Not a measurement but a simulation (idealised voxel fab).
process module | voxel gate over fins
cross-section cut | 235 nm wide | cells 5 nm
A cross-section is a grid of square cells, given in bands from the top down. A band is one or more rows of cells.
Each band's line starts with the height of the band's top and of its bottom, in nm. Then come its materials from left to right, each with its width in nm. One material with "throughout" fills the band from edge to edge. "air" is empty space.
Height 0 is the level under which the wafer as received is all one material. The lowest band goes on downwards, as in "0 down".
A width such as "30 to 40" changes by the same amount from each row of cells to the next, from the band's top row to its bottom row.
"no change" after a step means that no cell of the cross-section changed.
closed voids: empty space of 8 cells or more with no open way to the top, each as width x height at its distance from the left edge, in nm
after a step's settings: what the simulator itself notes on the step
overlay nm, on a step with a mask: how far to the right of its planned place the mask lay; to the left if negative
plan
1 op RECEIVE | material Si
2 op CONFORMAL_DEP | material SiN | thk nm 5
3 op MASKED_ETCH | tone cover | mask id FINS | width nm 15 | pitch nm 55 | etch materials SiN | depth nm 5 | overlay nm 0
4 op MASKED_ETCH | tone cover | mask id FINS | width nm 15 | pitch nm 55 | etch materials Si | depth nm 40 | overlay nm 0
5 op OXIDIZE | depth nm 5
6 op FILL_DEP | material SiO2 | thk nm 5
7 op CMP | height nm 5
8 op MASKED_ETCH | tone open | mask id RAIL | width nm 15 | etch materials SiO2 | depth nm 40 | overlay nm 0
9 op CONFORMAL_DEP | material TiN | thk nm 5
10 op FILL_DEP | material W | thk nm 5
11 op CMP | height nm 5
12 op SELECTIVE_ETCH | etch materials W Ru TiN | depth nm 25
13 op FILL_DEP | material SiO2 | thk nm 5
14 op CMP | height nm 5
15 op SELECTIVE_ETCH | etch materials SiO2 | depth nm 15
16 op STRIP | etch materials SiN
17 op CONFORMAL_DEP | material HfO2 | thk nm 5
18 op CONFORMAL_DEP | material TiN | thk nm 5
19 op CONFORMAL_DEP | material TiAl | thk nm 5
20 op CONFORMAL_DEP | material TiN | thk nm 5
21 op FILL_DEP | material W | thk nm 10
22 op CMP | height nm 25
23 op CONFORMAL_DEP | material SiN | thk nm 10
varied across the wafers: width nm of step 4. The plan shows the first wafer's value. All wafers start alike
first wafer as received, after step 1
  0 down: Si throughout
  closed voids: none
each wafer at the end: cells of each material gained (+) or lost (-) since it was received, then its closed voids
width nm 15 | +59 HfO2 | -396 Si | +94 SiN | +299 SiO2 | +59 TiAl | +125 TiN | +89 W | closed voids: none
width nm 20 | +59 HfO2 | -372 Si | +94 SiN | +278 SiO2 | +59 TiAl | +125 TiN | +86 W | closed voids: none
width nm 25 | +59 HfO2 | -348 Si | +94 SiN | +257 SiO2 | +59 TiAl | +125 TiN | +83 W | closed voids: none
width nm 30 | +59 HfO2 | -324 Si | +94 SiN | +236 SiO2 | +59 TiAl | +123 TiN | +82 W | closed voids: none
